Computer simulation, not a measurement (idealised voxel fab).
process module | voxel wiring stack
Cross-section cut: width 235 nm, square cells of 5 nm.
Reading order for cross-sections: top band down to bottom band. Underlying form: a grid of square cells. Band size: one or more rows of cells. Band: top height; bottom height; in nm. Then, left to right: material with width in nm, for each material. "throughout": a single material spanning edge to edge. "blank": empty space. Heights are measured from 0, the level below which the as-received wafer is all one material; the lowest band has no bottom and continues downward, written as in "0 down". The two numbers in a width such as "30..40" mark its ends across the band: the first belongs to the top row of cells, the second to the bottom row, and from each row to the next the width moves by the same amount. "no change occurred" after a step means that no cell of the cross-section changed. "Completely enclosed voids": empty spaces of 8 cells or more with no open way to the top, each given as width x height at distance, distance from the left edge, all in nm. Past the settings on a step's line: simulator remark, on that step. On any step carrying a mask, the "overlay nm" setting, if present on the step's line, tells how far right of its planned place the mask lay; negative values point to the left. Read each pair as before and after one process step. The after cross-section shows only down to the lowest band that changed. The step between them and its settings are given below the pair. Pairs can come from different runs of this module on the same starting wafer. A pair continues from the pair above only where its "Before-step section" entry says so.
Before-step section:
- 60 to 50  lowk: 40 | TiN: 5 | Cu: 5 | TiN: 5 | lowk: 75 | TiN: 5 | Cu: 5 | TiN: 5 | lowk: 90
- 50 to 45  SiCN: 40 | TiN: 15 | SiCN: 75 | TiN: 15 | SiCN: 90
- 45 to 20  SiO2: 40 | Ru: 20 | SiO2: 25 | Ru: 20 | SiO2: 25 | Ru: 20 | SiO2: 25 | Ru: 20 | SiO2: 40
- 20 to 15  SiO2: 40 | TiN: 20 | SiO2: 25 | TiN: 20 | SiO2: 25 | TiN: 20 | SiO2: 25 | TiN: 20 | SiO2: 40
- 15 to 0  SiO2 throughout
- 0 down  Si throughout
- Completely enclosed voids: none
Resulting Cross-Section:
- 75 to 60  TiN throughout
- Unchanged below 60.
- Completely enclosed voids: none
Applied between the two views above: DIRECTIONAL_DEP [material TiN] [thk nm 15]
Before-step section: look at the pair above, its after cross-section is where this step starts.
Resulting Cross-Section:
- 90 to 75  W throughout
- Unchanged below 75.
- Completely enclosed voids: none
Applied between the two views above: DIRECTIONAL_DEP [material W] [thk nm 15]
Before-step section: look at the pair above, its after cross-section is where this step starts.
Resulting Cross-Section:
- 90 to 75  blank: 40 | W: 20 | blank: 25 | W: 20 | blank: 25 | W: 20 | blank: 25 | W: 20 | blank: 40
- Unchanged below 75.
- Completely enclosed voids: none
Applied between the two views above: MASKED_ETCH [tone cover] [mask id METAL_2] [width nm 20] [pitch nm 45] [etch materials W] [depth nm 15] [overlay nm 0]
Before-step section: look at the pair above, its after cross-section is where this step starts.
Resulting Cross-Section:
- 90 to 75  blank: 40 | W: 20 | blank: 25 | W: 20 | blank: 25 | W: 20 | blank: 25 | W: 20 | blank: 40
- 75 to 70  blank: 40 | TiN: 20 | blank: 25 | TiN: 20 | blank: 25 | TiN: 20 | blank: 25 | TiN: 20 | blank: 40
- Unchanged below 70.
- Completely enclosed voids: none
Applied between the two views above: MASKED_ETCH [tone cover] [mask id METAL_2] [width nm 20] [pitch nm 45] [etch materials TiN] [depth nm 5] [overlay nm 0]
Before-step section: look at the pair above, its after cross-section is where this step starts.
Resulting Cross-Section:
- 95 to 90  blank: 35 | SiCN: 30 | blank: 15 | SiCN: 30 | blank: 15 | SiCN: 30 | blank: 15 | SiCN: 30 | blank: 35
- 90 to 75  blank: 35 | SiCN: 5 | W: 20 | SiCN: 5 | blank: 15 | SiCN: 5 | W: 20 | SiCN: 5 | blank: 15 | SiCN: 5 | W: 20 | SiCN: 5 | blank: 15 | SiCN: 5 | W: 20 | SiCN: 5 | blank: 35
- 75 to 70  SiCN: 40 | TiN: 20 | SiCN: 25 | TiN: 20 | SiCN: 25 | TiN: 20 | SiCN: 25 | TiN: 20 | SiCN: 40
- Unchanged below 70.
- Completely enclosed voids: none
Applied between the two views above: CONFORMAL_DEP [material SiCN] [thk nm 5]
Before-step section: look at the pair above, its after cross-section is where this step starts.
Resulting Cross-Section:
- 105 to 95  lowk throughout
- 95 to 90  lowk: 35 | SiCN: 30 | lowk: 15 | SiCN: 30 | lowk: 15 | SiCN: 30 | lowk: 15 | SiCN: 30 | lowk: 35
- 90 to 75  lowk: 35 | SiCN: 5 | W: 20 | SiCN: 5 | lowk: 15 | SiCN: 5 | W: 20 | SiCN: 5 | lowk: 15 | SiCN: 5 | W: 20 | SiCN: 5 | lowk: 15 | SiCN: 5 | W: 20 | SiCN: 5 | lowk: 35
- Unchanged below 75.
- Completely enclosed voids: none
Applied between the two views above: FILL_DEP [material lowk] [thk nm 10]
Before-step section: look at the pair above, its after cross-section is where this step starts.
Resulting Cross-Section:
- 80 to 75  lowk: 35 | SiCN: 5 | W: 20 | SiCN: 5 | lowk: 15 | SiCN: 5 | W: 20 | SiCN: 5 | lowk: 15 | SiCN: 5 | W: 20 | SiCN: 5 | lowk: 15 | SiCN: 5 | W: 20 | SiCN: 5 | lowk: 35
- Unchanged below 75.
- Completely enclosed voids: none
Applied between the two views above: CMP [height nm 80]
Before-step section: look at the pair above, its after cross-section is where this step starts.
Resulting Cross-Section:
- 85 to 80  SiN throughout
- Unchanged below 80.
- Completely enclosed voids: none
Applied between the two views above: CONFORMAL_DEP [material SiN] [thk nm 5]
Before-step section:
- 75 to 60  aC throughout
- 60 to 50  lowk throughout
- 50 to 45  SiCN throughout
- 45 to 20  SiO2: 40 | Ru: 20 | SiO2: 25 | Ru: 20 | SiO2: 25 | Ru: 20 | SiO2: 25 | Ru: 20 | SiO2: 40
- 20 to 15  SiO2: 40 | TiN: 20 | SiO2: 25 | TiN: 20 | SiO2: 25 | TiN: 20 | SiO2: 25 | TiN: 20 | SiO2: 40
- 15 to 0  SiO2 throughout
- 0 down  Si throughout
- Completely enclosed voids: none
Resulting Cross-Section:
- 110 to 75  resist: 40 | blank: 20 | resist: 70 | blank: 20 | resist: 85
- Unchanged below 75.
- Completely enclosed voids: none
Applied between the two views above: PATTERN [tone open] [mask id PLUG_1] [material resist] [width nm 20] [pitch nm 90] [thk nm 35] [overlay nm 0]
Before-step section: look at the pair above, its after cross-section is where this step starts.
Resulting Cross-Section:
- 95 to 75  resist: 40 | blank: 20 | resist: 70 | blank: 20 | resist: 85
- 75 to 60  aC: 40 | blank: 20 | aC: 70 | blank: 20 | aC: 85
- Unchanged below 60.
- Completely enclosed voids: none
Applied between the two views above: DIRECTIONAL_ETCH [etch materials aC] [depth nm 15]
Before-step section: look at the pair above, its after cross-section is where this step starts.
Resulting Cross-Section:
- 75 to 60  aC: 40 | blank: 20 | aC: 70 | blank: 20 | aC: 85
- Unchanged below 60.
- Completely enclosed voids: none
Applied between the two views above: STRIP [etch materials resist]
Before-step section: look at the pair above, its after cross-section is where this step starts.
Resulting Cross-Section:
- 75 to 60  aC: 40 | blank: 20 | aC: 70 | blank: 20 | aC: 85
- 60 to 50  lowk: 40 | blank: 20 | lowk: 70 | blank: 20 | lowk: 85
- Unchanged below 50.
- Completely enclosed voids: none
Applied between the two views above: DIRECTIONAL_ETCH [etch materials lowk] [depth nm 10]
Before-step section: look at the pair above, its after cross-section is where this step starts.
Resulting Cross-Section:
- 75 to 60  aC: 40 | blank: 20 | aC: 70 | blank: 20 | aC: 85
- 60 to 50  lowk: 40 | blank: 20 | lowk: 70 | blank: 20 | lowk: 85
- 50 to 45  SiCN: 40 | blank: 20 | SiCN: 70 | blank: 20 | SiCN: 85
- Unchanged below 45.
- Completely enclosed voids: none
Applied between the two views above: DIRECTIONAL_ETCH [etch materials SiCN] [depth nm 5]
Before-step section: look at the pair above, its after cross-section is where this step starts.
Resulting Cross-Section:
- 60 to 50  lowk: 40 | blank: 20 | lowk: 70 | blank: 20 | lowk: 85
- Unchanged below 50.
- Completely enclosed voids: none
Applied between the two views above: STRIP [etch materials aC]
Before-step section: look at the pair above, its after cross-section is where this step starts.
Resulting Cross-Section:
- 65 to 60  TiN: 45 | blank: 10 | TiN: 80 | blank: 10 | TiN: 90
- 60 to 50  lowk: 40 | TiN: 5 | blank: 10 | TiN: 5 | lowk: 70 | TiN: 5 | blank: 10 | TiN: 5 | lowk: 85
- 50 to 45  SiCN: 40 | TiN: 20 | SiCN: 70 | TiN: 20 | SiCN: 85
- Unchanged below 45.
- Completely enclosed voids: none
Applied between the two views above: CONFORMAL_DEP [material TiN] [thk nm 5]
Before-step section: look at the pair above, its after cross-section is where this step starts.
Resulting Cross-Section:
- 75 to 65  Cu throughout
- 65 to 60  TiN: 45 | Cu: 10 | TiN: 80 | Cu: 10 | TiN: 90
- 60 to 50  lowk: 40 | TiN: 5 | Cu: 10 | TiN: 5 | lowk: 70 | TiN: 5 | Cu: 10 | TiN: 5 | lowk: 85
- Unchanged below 50.
- Completely enclosed voids: none
Applied between the two views above: FILL_DEP [material Cu] [thk nm 10]
Before-step section: look at the pair above, its after cross-section is where this step starts.
Resulting Cross-Section:
- 60 to 50  lowk: 40 | TiN: 5 | Cu: 10 | TiN: 5 | lowk: 70 | TiN: 5 | Cu: 10 | TiN: 5 | lowk: 85
- Unchanged below 50.
- Completely enclosed voids: none
Applied between the two views above: CMP [height nm 60]
Before-step section: look at the pair above, its after cross-section is where this step starts.
Resulting Cross-Section:
- 65 to 60  TiN throughout
- Unchanged below 60.
- Completely enclosed voids: none
Applied between the two views above: DIRECTIONAL_DEP [material TiN] [thk nm 5]
Before-step section: look at the pair above, its after cross-section is where this step starts.
Resulting Cross-Section:
- 80 to 65  W throughout
- Unchanged below 65.
- Completely enclosed voids: none
Applied between the two views above: DIRECTIONAL_DEP [material W] [thk nm 15]
Before-step section: look at the pair above, its after cross-section is where this step starts.
Resulting Cross-Section:
- 80 to 65  blank: 40 | W: 20 | blank: 25 | W: 20 | blank: 25 | W: 20 | blank: 25 | W: 20 | blank: 40
- Unchanged below 65.
- Completely enclosed voids: none
Applied between the two views above: MASKED_ETCH [tone cover] [mask id METAL_2] [width nm 20] [pitch nm 45] [etch materials W] [depth nm 15] [overlay nm 0]
Before-step section: look at the pair above, its after cross-section is where this step starts.
Resulting Cross-Section:
- 80 to 65  blank: 40 | W: 20 | blank: 25 | W: 20 | blank: 25 | W: 20 | blank: 25 | W: 20 | blank: 40
- 65 to 60  blank: 40 | TiN: 20 | blank: 25 | TiN: 20 | blank: 25 | TiN: 20 | blank: 25 | TiN: 20 | blank: 40
- Unchanged below 60.
- Completely enclosed voids: none
Applied between the two views above: MASKED_ETCH [tone cover] [mask id METAL_2] [width nm 20] [pitch nm 45] [etch materials TiN] [depth nm 5] [overlay nm 0]
Before-step section: look at the pair above, its after cross-section is where this step starts.
Resulting Cross-Section:
- 85 to 80  blank: 35 | SiCN: 30 | blank: 15 | SiCN: 30 | blank: 15 | SiCN: 30 | blank: 15 | SiCN: 30 | blank: 35
- 80 to 65  blank: 35 | SiCN: 5 | W: 20 | SiCN: 5 | blank: 15 | SiCN: 5 | W: 20 | SiCN: 5 | blank: 15 | SiCN: 5 | W: 20 | SiCN: 5 | blank: 15 | SiCN: 5 | W: 20 | SiCN: 5 | blank: 35
- 65 to 60  SiCN: 40 | TiN: 20 | SiCN: 25 | TiN: 20 | SiCN: 25 | TiN: 20 | SiCN: 25 | TiN: 20 | SiCN: 40
- Unchanged below 60.
- Completely enclosed voids: none
Applied between the two views above: CONFORMAL_DEP [material SiCN] [thk nm 5]
Before-step section: look at the pair above, its after cross-section is where this step starts.
Resulting Cross-Section:
- 95 to 85  lowk throughout
- 85 to 80  lowk: 35 | SiCN: 30 | lowk: 15 | SiCN: 30 | lowk: 15 | SiCN: 30 | lowk: 15 | SiCN: 30 | lowk: 35
- 80 to 65  lowk: 35 | SiCN: 5 | W: 20 | SiCN: 5 | lowk: 15 | SiCN: 5 | W: 20 | SiCN: 5 | lowk: 15 | SiCN: 5 | W: 20 | SiCN: 5 | lowk: 15 | SiCN: 5 | W: 20 | SiCN: 5 | lowk: 35
- Unchanged below 65.
- Completely enclosed voids: none
Applied between the two views above: FILL_DEP [material lowk] [thk nm 10]
Before-step section: look at the pair above, its after cross-section is where this step starts.
Resulting Cross-Section:
- 80 to 65  lowk: 35 | SiCN: 5 | W: 20 | SiCN: 5 | lowk: 15 | SiCN: 5 | W: 20 | SiCN: 5 | lowk: 15 | SiCN: 5 | W: 20 | SiCN: 5 | lowk: 15 | SiCN: 5 | W: 20 | SiCN: 5 | lowk: 35
- Unchanged below 65.
- Completely enclosed voids: none
Applied between the two views above: CMP [height nm 80]
Before-step section: look at the pair above, its after cross-section is where this step starts.
Resulting Cross-Section:
- 85 to 80  SiN throughout
- Unchanged below 80.
- Completely enclosed voids: none
Applied between the two views above: CONFORMAL_DEP [material SiN] [thk nm 5]
Before-step section:
- 45 to 20  Ru throughout
- 20 to 15  TiN throughout
- 15 to 0  SiO2 throughout
- 0 down  Si throughout
- Completely enclosed voids: none
Resulting Cross-Section:
- 45 to 20  blank: 35 | Ru: 20 | blank: 25 | Ru: 20 | blank: 25 | Ru: 20 | blank: 25 | Ru: 20 | blank: 45
- Unchanged below 20.
- Completely enclosed voids: none
Applied between the two views above: MASKED_ETCH [tone cover] [mask id METAL_1] [width nm 20] [pitch nm 45] [etch materials Ru] [depth nm 25] [overlay nm -5]
Before-step section: look at the pair above, its after cross-section is where this step starts.
Resulting Cross-Section:
- 45 to 20  blank: 35 | Ru: 20 | blank: 25 | Ru: 20 | blank: 25 | Ru: 20 | blank: 25 | Ru: 20 | blank: 45
- 20 to 15  blank: 35 | TiN: 25 | blank: 20 | TiN: 25 | blank: 20 | TiN: 25 | blank: 20 | TiN: 25 | blank: 40
- Unchanged below 15.
- Completely enclosed voids: none
Applied between the two views above: MASKED_ETCH [tone cover] [mask id METAL_1] [width nm 20] [pitch nm 45] [etch materials TiN] [depth nm 5] [overlay nm 0]
Before-step section: look at the pair above, its after cross-section is where this step starts.
Resulting Cross-Section:
- 55 to 45  SiO2 throughout
- 45 to 20  SiO2: 35 | Ru: 20 | SiO2: 25 | Ru: 20 | SiO2: 25 | Ru: 20 | SiO2: 25 | Ru: 20 | SiO2: 45
- 20 to 15  SiO2: 35 | TiN: 25 | SiO2: 20 | TiN: 25 | SiO2: 20 | TiN: 25 | SiO2: 20 | TiN: 25 | SiO2: 40
- Unchanged below 15.
- Completely enclosed voids: none
Applied between the two views above: FILL_DEP [material SiO2] [thk nm 10]
Before-step section: look at the pair above, its after cross-section is where this step starts.
Resulting Cross-Section:
- 45 to 20  SiO2: 35 | Ru: 20 | SiO2: 25 | Ru: 20 | SiO2: 25 | Ru: 20 | SiO2: 25 | Ru: 20 | SiO2: 45
- Unchanged below 20.
- Completely enclosed voids: none
Applied between the two views above: CMP [height nm 45]
Before-step section: look at the pair above, its after cross-section is where this step starts.
Resulting Cross-Section:
- 50 to 45  SiCN throughout
- Unchanged below 45.
- Completely enclosed voids: none
Applied between the two views above: CONFORMAL_DEP [material SiCN] [thk nm 5]
Before-step section: look at the pair above, its after cross-section is where this step starts.
Resulting Cross-Section:
- 60 to 50  lowk throughout
- Unchanged below 50.
- Completely enclosed voids: none
Applied between the two views above: DIRECTIONAL_DEP [material lowk] [thk nm 10]
Before-step section: look at the pair above, its after cross-section is where this step starts.
Resulting Cross-Section:
- 75 to 60  aC throughout
- Unchanged below 60.
- Completely enclosed voids: none
Applied between the two views above: DIRECTIONAL_DEP [material aC] [thk nm 15]
Before-step section: look at the pair above, its after cross-section is where this step starts.
Resulting Cross-Section:
- 110 to 75  resist: 40 | blank: 15 | resist: 75 | blank: 15 | resist: 90
- Unchanged below 75.
- Completely enclosed voids: none
Applied between the two views above: PATTERN [tone open] [mask id PLUG_1] [material resist] [width nm 15] [pitch nm 90] [thk nm 35] [overlay nm 0]
Before-step section: look at the pair above, its after cross-section is where this step starts.
Resulting Cross-Section:
- 95 to 75  resist: 40 | blank: 15 | resist: 75 | blank: 15 | resist: 90
- 75 to 60  aC: 40 | blank: 15 | aC: 75 | blank: 15 | aC: 90
- Unchanged below 60.
- Completely enclosed voids: none
Applied between the two views above: DIRECTIONAL_ETCH [etch materials aC] [depth nm 15]
Before-step section: look at the pair above, its after cross-section is where this step starts.
Resulting Cross-Section:
- 75 to 60  aC: 40 | blank: 15 | aC: 75 | blank: 15 | aC: 90
- Unchanged below 60.
- Completely enclosed voids: none
Applied between the two views above: STRIP [etch materials resist]
Before-step section: look at the pair above, its after cross-section is where this step starts.
Resulting Cross-Section:
- 75 to 60  aC: 40 | blank: 15 | aC: 75 | blank: 15 | aC: 90
- 60 to 50  lowk: 40 | blank: 15 | lowk: 75 | blank: 15 | lowk: 90
- Unchanged below 50.
- Completely enclosed voids: none
Applied between the two views above: DIRECTIONAL_ETCH [etch materials lowk] [depth nm 10]
Before-step section: look at the pair above, its after cross-section is where this step starts.
Resulting Cross-Section:
- 75 to 60  aC: 40 | blank: 15 | aC: 75 | blank: 15 | aC: 90
- 60 to 50  lowk: 40 | blank: 15 | lowk: 75 | blank: 15 | lowk: 90
- 50 to 45  SiCN: 40 | blank: 15 | SiCN: 75 | blank: 15 | SiCN: 90
- Unchanged below 45.
- Completely enclosed voids: none
Applied between the two views above: DIRECTIONAL_ETCH [etch materials SiCN] [depth nm 5]
Before-step section: look at the pair above, its after cross-section is where this step starts.
Resulting Cross-Section:
- 60 to 50  lowk: 40 | blank: 15 | lowk: 75 | blank: 15 | lowk: 90
- Unchanged below 50.
- Completely enclosed voids: none
Applied between the two views above: STRIP [etch materials aC]
Before-step section: look at the pair above, its after cross-section is where this step starts.
Resulting Cross-Section:
- 65 to 60  TiN: 45 | blank: 5 | TiN: 85 | blank: 5 | TiN: 95
- 60 to 50  lowk: 40 | TiN: 5 | blank: 5 | TiN: 5 | lowk: 75 | TiN: 5 | blank: 5 | TiN: 5 | lowk: 90
- 50 to 45  SiCN: 40 | TiN: 15 | SiCN: 75 | TiN: 15 | SiCN: 90
- Unchanged below 45.
- Completely enclosed voids: none
Applied between the two views above: CONFORMAL_DEP [material TiN] [thk nm 5]
Before-step section: look at the pair above, its after cross-section is where this step starts.
Resulting Cross-Section:
- 75 to 65  Cu throughout
- 65 to 60  TiN: 45 | Cu: 5 | TiN: 85 | Cu: 5 | TiN: 95
- 60 to 50  lowk: 40 | TiN: 5 | Cu: 5 | TiN: 5 | lowk: 75 | TiN: 5 | Cu: 5 | TiN: 5 | lowk: 90
- Unchanged below 50.
- Completely enclosed voids: none
Applied between the two views above: FILL_DEP [material Cu] [thk nm 10]
Before-step section: look at the pair above, its after cross-section is where this step starts.
Resulting Cross-Section:
- 60 to 50  lowk: 40 | TiN: 5 | Cu: 5 | TiN: 5 | lowk: 75 | TiN: 5 | Cu: 5 | TiN: 5 | lowk: 90
- Unchanged below 50.
- Completely enclosed voids: none
Applied between the two views above: CMP [height nm 60]
Before-step section: look at the pair above, its after cross-section is where this step starts.
Resulting Cross-Section:
- 65 to 60  TiN throughout
- Unchanged below 60.
- Completely enclosed voids: none
Applied between the two views above: DIRECTIONAL_DEP [material TiN] [thk nm 5]
Before-step section: look at the pair above, its after cross-section is where this step starts.
Resulting Cross-Section:
- 80 to 65  W throughout
- Unchanged below 65.
- Completely enclosed voids: none
Applied between the two views above: DIRECTIONAL_DEP [material W] [thk nm 15]
Before-step section: look at the pair above, its after cross-section is where this step starts.
Resulting Cross-Section:
- 80 to 65  blank: 40 | W: 20 | blank: 25 | W: 20 | blank: 25 | W: 20 | blank: 25 | W: 20 | blank: 40
- Unchanged below 65.
- Completely enclosed voids: none
Applied between the two views above: MASKED_ETCH [tone cover] [mask id METAL_2] [width nm 20] [pitch nm 45] [etch materials W] [depth nm 15] [overlay nm 0]
Before-step section: look at the pair above, its after cross-section is where this step starts.
Resulting Cross-Section:
- 80 to 65  blank: 40 | W: 20 | blank: 25 | W: 20 | blank: 25 | W: 20 | blank: 25 | W: 20 | blank: 40
- 65 to 60  blank: 40 | TiN: 20 | blank: 25 | TiN: 20 | blank: 25 | TiN: 20 | blank: 25 | TiN: 20 | blank: 40
- Unchanged below 60.
- Completely enclosed voids: none
Applied between the two views above: MASKED_ETCH [tone cover] [mask id METAL_2] [width nm 20] [pitch nm 45] [etch materials TiN] [depth nm 5] [overlay nm 0]
Before-step section: look at the pair above, its after cross-section is where this step starts.
Resulting Cross-Section:
- 85 to 80  blank: 35 | SiCN: 30 | blank: 15 | SiCN: 30 | blank: 15 | SiCN: 30 | blank: 15 | SiCN: 30 | blank: 35
- 80 to 65  blank: 35 | SiCN: 5 | W: 20 | SiCN: 5 | blank: 15 | SiCN: 5 | W: 20 | SiCN: 5 | blank: 15 | SiCN: 5 | W: 20 | SiCN: 5 | blank: 15 | SiCN: 5 | W: 20 | SiCN: 5 | blank: 35
- 65 to 60  SiCN: 40 | TiN: 20 | SiCN: 25 | TiN: 20 | SiCN: 25 | TiN: 20 | SiCN: 25 | TiN: 20 | SiCN: 40
- Unchanged below 60.
- Completely enclosed voids: none
Applied between the two views above: CONFORMAL_DEP [material SiCN] [thk nm 5]
Before-step section: look at the pair above, its after cross-section is where this step starts.
Resulting Cross-Section:
- 95 to 85  lowk throughout
- 85 to 80  lowk: 35 | SiCN: 30 | lowk: 15 | SiCN: 30 | lowk: 15 | SiCN: 30 | lowk: 15 | SiCN: 30 | lowk: 35
- 80 to 65  lowk: 35 | SiCN: 5 | W: 20 | SiCN: 5 | lowk: 15 | SiCN: 5 | W: 20 | SiCN: 5 | lowk: 15 | SiCN: 5 | W: 20 | SiCN: 5 | lowk: 15 | SiCN: 5 | W: 20 | SiCN: 5 | lowk: 35
- Unchanged below 65.
- Completely enclosed voids: none
Applied between the two views above: FILL_DEP [material lowk] [thk nm 10]
Before-step section: look at the pair above, its after cross-section is where this step starts.
Resulting Cross-Section:
- 80 to 65  lowk: 35 | SiCN: 5 | W: 20 | SiCN: 5 | lowk: 15 | SiCN: 5 | W: 20 | SiCN: 5 | lowk: 15 | SiCN: 5 | W: 20 | SiCN: 5 | lowk: 15 | SiCN: 5 | W: 20 | SiCN: 5 | lowk: 35
- Unchanged below 65.
- Completely enclosed voids: none
Applied between the two views above: CMP [height nm 80]
Before-step section: look at the pair above, its after cross-section is where this step starts.
Resulting Cross-Section:
- 85 to 80  SiN throughout
- Unchanged below 80.
- Completely enclosed voids: none
Applied between the two views above: CONFORMAL_DEP [material SiN] [thk nm 5]
Before-step section:
- 80 to 65  blank: 40 | W: 20 | blank: 25 | W: 20 | blank: 25 | W: 20 | blank: 25 | W: 20 | blank: 40
- 65 to 60  blank: 40 | TiN: 20 | blank: 25 | TiN: 20 | blank: 25 | TiN: 20 | blank: 25 | TiN: 20 | blank: 40
- 60 to 50  lowk: 40 | TiN: 5 | Cu: 5 | TiN: 5 | lowk: 75 | TiN: 5 | Cu: 5 | TiN: 5 | lowk: 90
- 50 to 45  SiCN: 40 | TiN: 15 | SiCN: 75 | TiN: 15 | SiCN: 90
- 45 to 20  SiO2: 40 | Ru: 20 | SiO2: 25 | Ru: 20 | SiO2: 25 | Ru: 20 | SiO2: 25 | Ru: 20 | SiO2: 40
- 20 to 15  SiO2: 40 | TiN: 20 | SiO2: 25 | TiN: 20 | SiO2: 25 | TiN: 20 | SiO2: 25 | TiN: 20 | SiO2: 40
- 15 to 0  SiO2 throughout
- 0 down  Si throughout
- Completely enclosed voids: none
Resulting Cross-Section:
- 85 to 80  blank: 35 | Cu: 30 | blank: 15 | Cu: 30 | blank: 15 | Cu: 30 | blank: 15 | Cu: 30 | blank: 35
- 80 to 65  blank: 35 | Cu: 5 | W: 20 | Cu: 5 | blank: 15 | Cu: 5 | W: 20 | Cu: 5 | blank: 15 | Cu: 5 | W: 20 | Cu: 5 | blank: 15 | Cu: 5 | W: 20 | Cu: 5 | blank: 35
- 65 to 60  Cu: 40 | TiN: 20 | Cu: 25 | TiN: 20 | Cu: 25 | TiN: 20 | Cu: 25 | TiN: 20 | Cu: 40
- Unchanged below 60.
- Completely enclosed voids: none
Applied between the two views above: CONFORMAL_DEP [material Cu] [thk nm 5]
Before-step section: look at the pair above, its after cross-section is where this step starts.
Resulting Cross-Section:
- 95 to 85  lowk throughout
- 85 to 80  lowk: 35 | Cu: 30 | lowk: 15 | Cu: 30 | lowk: 15 | Cu: 30 | lowk: 15 | Cu: 30 | lowk: 35
- 80 to 65  lowk: 35 | Cu: 5 | W: 20 | Cu: 5 | lowk: 15 | Cu: 5 | W: 20 | Cu: 5 | lowk: 15 | Cu: 5 | W: 20 | Cu: 5 | lowk: 15 | Cu: 5 | W: 20 | Cu: 5 | lowk: 35
- Unchanged below 65.
- Completely enclosed voids: none
Applied between the two views above: FILL_DEP [material lowk] [thk nm 10]
Before-step section: look at the pair above, its after cross-section is where this step starts.
Resulting Cross-Section:
- 80 to 65  lowk: 35 | Cu: 5 | W: 20 | Cu: 5 | lowk: 15 | Cu: 5 | W: 20 | Cu: 5 | lowk: 15 | Cu: 5 | W: 20 | Cu: 5 | lowk: 15 | Cu: 5 | W: 20 | Cu: 5 | lowk: 35
- Unchanged below 65.
- Completely enclosed voids: none
Applied between the two views above: CMP [height nm 80]
Before-step section: look at the pair above, its after cross-section is where this step starts.
Resulting Cross-Section:
- 85 to 80  SiN throughout
- Unchanged below 80.
- Completely enclosed voids: none
Applied between the two views above: CONFORMAL_DEP [material SiN] [thk nm 5]
Before-step section:
- 80 to 65  W throughout
- 65 to 60  TiN throughout
- 60 to 50  lowk: 40 | TiN: 5 | Cu: 5 | TiN: 5 | lowk: 75 | TiN: 5 | Cu: 5 | TiN: 5 | lowk: 90
- 50 to 45  SiCN: 40 | TiN: 15 | SiCN: 75 | TiN: 15 | SiCN: 90
- 45 to 20  SiO2: 40 | Ru: 20 | SiO2: 25 | Ru: 20 | SiO2: 25 | Ru: 20 | SiO2: 25 | Ru: 20 | SiO2: 40
- 20 to 15  SiO2: 40 | TiN: 20 | SiO2: 25 | TiN: 20 | SiO2: 25 | TiN: 20 | SiO2: 25 | TiN: 20 | SiO2: 40
- 15 to 0  SiO2 throughout
- 0 down  Si throughout
- Completely enclosed voids: none
Resulting Cross-Section:
- 80 to 65  W: 40 | blank: 20 | W: 25 | blank: 20 | W: 25 | blank: 20 | W: 25 | blank: 20 | W: 40
- Unchanged below 65.
- Completely enclosed voids: none
Applied between the two views above: MASKED_ETCH [tone open] [mask id METAL_2] [width nm 20] [pitch nm 45] [etch materials W] [depth nm 15] [overlay nm 0]
Before-step section: look at the pair above, its after cross-section is where this step starts.
Resulting Cross-Section:
- 85 to 80  SiCN: 45 | blank: 10 | SiCN: 35 | blank: 10 | SiCN: 35 | blank: 10 | SiCN: 35 | blank: 10 | SiCN: 45
- 80 to 70  W: 40 | SiCN: 5 | blank: 10 | SiCN: 5 | W: 25 | SiCN: 5 | blank: 10 | SiCN: 5 | W: 25 | SiCN: 5 | blank: 10 | SiCN: 5 | W: 25 | SiCN: 5 | blank: 10 | SiCN: 5 | W: 40
- 70 to 65  W: 40 | SiCN: 20 | W: 25 | SiCN: 20 | W: 25 | SiCN: 20 | W: 25 | SiCN: 20 | W: 40
- Unchanged below 65.
- Completely enclosed voids: none
Applied between the two views above: CONFORMAL_DEP [material SiCN] [thk nm 5]
Before-step section: look at the pair above, its after cross-section is where this step starts.
Resulting Cross-Section:
- 95 to 85  lowk throughout
- 85 to 80  SiCN: 45 | lowk: 10 | SiCN: 35 | lowk: 10 | SiCN: 35 | lowk: 10 | SiCN: 35 | lowk: 10 | SiCN: 45
- 80 to 70  W: 40 | SiCN: 5 | lowk: 10 | SiCN: 5 | W: 25 | SiCN: 5 | lowk: 10 | SiCN: 5 | W: 25 | SiCN: 5 | lowk: 10 | SiCN: 5 | W: 25 | SiCN: 5 | lowk: 10 | SiCN: 5 | W: 40
- Unchanged below 70.
- Completely enclosed voids: none
Applied between the two views above: FILL_DEP [material lowk] [thk nm 10]
Before-step section: look at the pair above, its after cross-section is where this step starts.
Resulting Cross-Section:
- 80 to 70  W: 40 | SiCN: 5 | lowk: 10 | SiCN: 5 | W: 25 | SiCN: 5 | lowk: 10 | SiCN: 5 | W: 25 | SiCN: 5 | lowk: 10 | SiCN: 5 | W: 25 | SiCN: 5 | lowk: 10 | SiCN: 5 | W: 40
- Unchanged below 70.
- Completely enclosed voids: none
Applied between the two views above: CMP [height nm 80]
Before-step section: look at the pair above, its after cross-section is where this step starts.
Resulting Cross-Section:
- 85 to 80  SiN throughout
- Unchanged below 80.
- Completely enclosed voids: none
Applied between the two views above: CONFORMAL_DEP [material SiN] [thk nm 5]
